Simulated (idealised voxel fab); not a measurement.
Proc. module: voxel tone inversion
Xsec cut, 160 nm wide, square cell size 5 nm.
Heads up, the way a cross-section reads in here is a grid of square cells, handed over as bands from the top down, with every band being one or more rows of cells. Each band's line starts with the height of the band's top and of its bottom, in nm. Then come its materials from left to right, each with its width in nm. One material with "edge to edge" fills the band from edge to edge. "blank" is empty space. Height 0 is the level under which the wafer as received is all one material. The lowest band goes on downwards, as in "0 and below". The width entry "30..40" should be interpreted row by row: the top row of cells in the band takes the first number, the bottom row takes the second number, and the change between adjacent rows is uniform throughout. Key: "nothing changed" - step with no changed cell in the cross-section. Each empty space that has no open way to the top and spans at least 8 cells appears under "Enclosed cavity list" as width x height at distance, the distance counted from the left edge, all in nm. On a step's line, text after the settings is the simulator commenting on that step. "overlay nm", when on a step's line for a step with a mask, measures how far to the right of its planned place the mask lay; a negative measure means to the left.

PLAN
1: RECEIVE | material Si
2: CONFORMAL_DEP | material SiCN | thk nm 5
3: DIRECTIONAL_DEP | material aC | thk nm 15
4: PATTERN | tone cover | mask id POSTS | material resist | width nm 20 | pitch nm 35 | thk nm 25 | overlay nm 0
5: DIRECTIONAL_ETCH | etch materials aC | depth nm 15
6: STRIP | etch materials resist
7: FILL_DEP | material SiO2 | thk nm 10
8: CMP | height nm 20
9: STRIP | etch materials aC

CROSS-SECTION OF THE WAFER UPON ARRIVAL, REPRESENTING THE STATE REACHED AFTER STEP 1
0 and below = Si edge to edge
Enclosed cavity list: none

END STATE OF THE MODULE IN CROSS-SECTION, GIVEN THE ABOVE STARTING POINT AND PLAN AND ONE MISTAKE IN EXECUTION
20 down to 5 = blank=15, SiO2=20, blank=15, SiO2=20, blank=15, SiO2=20, blank=15, SiO2=20, blank=20
5 down to 0 = SiCN edge to edge
0 and below = Si edge to edge
Enclosed cavity list: none
Error vs. plan: step 4, actual vs plan mismatch, actual run PATTERN | tone open | mask id POSTS | material resist | width nm 20 | pitch nm 35 | thk nm 25 | overlay nm 0
